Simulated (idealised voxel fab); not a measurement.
process module | voxel quadruple lines
cross-section cut | 255 nm wide | cells 5 nm
A cross-section is a grid of square cells, given in bands from the top down. A band is one or more rows of cells.
Each band's line starts with the height of the band's top and of its bottom, in nm. Then come its materials from left to right, each with its width in nm. One material with "throughout" fills the band from edge to edge. "air" is empty space.
Height 0 is the level under which the wafer as received is all one material. The lowest band goes on downwards, as in "0 down".
A width such as "30 to 40" changes by the same amount from each row of cells to the next, from the band's top row to its bottom row.
"no change" after a step means that no cell of the cross-section changed.
closed voids: empty space of 8 cells or more with no open way to the top, each as width x height at its distance from the left edge, in nm
after a step's settings: what the simulator itself notes on the step
overlay nm, on a step with a mask: how far to the right of its planned place the mask lay; to the left if negative
plan
1 op RECEIVE | material Si
2 op CONFORMAL_DEP | material Al2O3 | thk nm 10
3 op DIRECTIONAL_DEP | material W | thk nm 15
4 op DIRECTIONAL_DEP | material polySi | thk nm 15
5 op DIRECTIONAL_DEP | material aC | thk nm 20
6 op PATTERN | tone cover | mask id MANDREL | material resist | width nm 20 | thk nm 30 | overlay nm 0
7 op DIRECTIONAL_ETCH | etch materials aC | depth nm 20
8 op STRIP | etch materials resist
9 op CONFORMAL_DEP | material SiO2 | thk nm 10
10 op DIRECTIONAL_ETCH | etch materials SiO2 | depth nm 10
11 op STRIP | etch materials aC
12 op DIRECTIONAL_ETCH | etch materials polySi | depth nm 15
13 op STRIP | etch materials SiO2
14 op CONFORMAL_DEP | material SiN | thk nm 10
15 op DIRECTIONAL_ETCH | etch materials SiN | depth nm 10
16 op STRIP | etch materials polySi
17 op DIRECTIONAL_ETCH | etch materials W | depth nm 15
18 op STRIP | etch materials SiN
varied across the wafers: width nm of step 6. The plan shows the first wafer's value. All wafers start alike
first wafer as received, after step 1
  0 down: Si throughout
  closed voids: none
first wafer at the end, after step 18
  25 to 10: air 95 | W 10 | air 10 | W 20 | air 10 | W 10 | air 100
  10 to 0: Al2O3 throughout
  0 down: Si throughout
  closed voids: none
last wafer at the end
  25 to 10: air 85 | W 10 | air 10 | W 10 | air 25 | W 10 | air 10 | W 10 | air 85
  10 to 0: Al2O3 throughout
  0 down: Si throughout
  closed voids: none
each wafer at the end: cells of each material gained (+) or lost (-) since it was received, then its closed voids
width nm 20 | +102 Al2O3 | +24 W | closed voids: none
width nm 25 | +102 Al2O3 | +24 W | closed voids: none
width nm 30 | +102 Al2O3 | +24 W | closed voids: none
width nm 35 | +102 Al2O3 | +24 W | closed voids: none
width nm 40 | +102 Al2O3 | +24 W | closed voids: none
width nm 45 | +102 Al2O3 | +24 W | closed voids: none
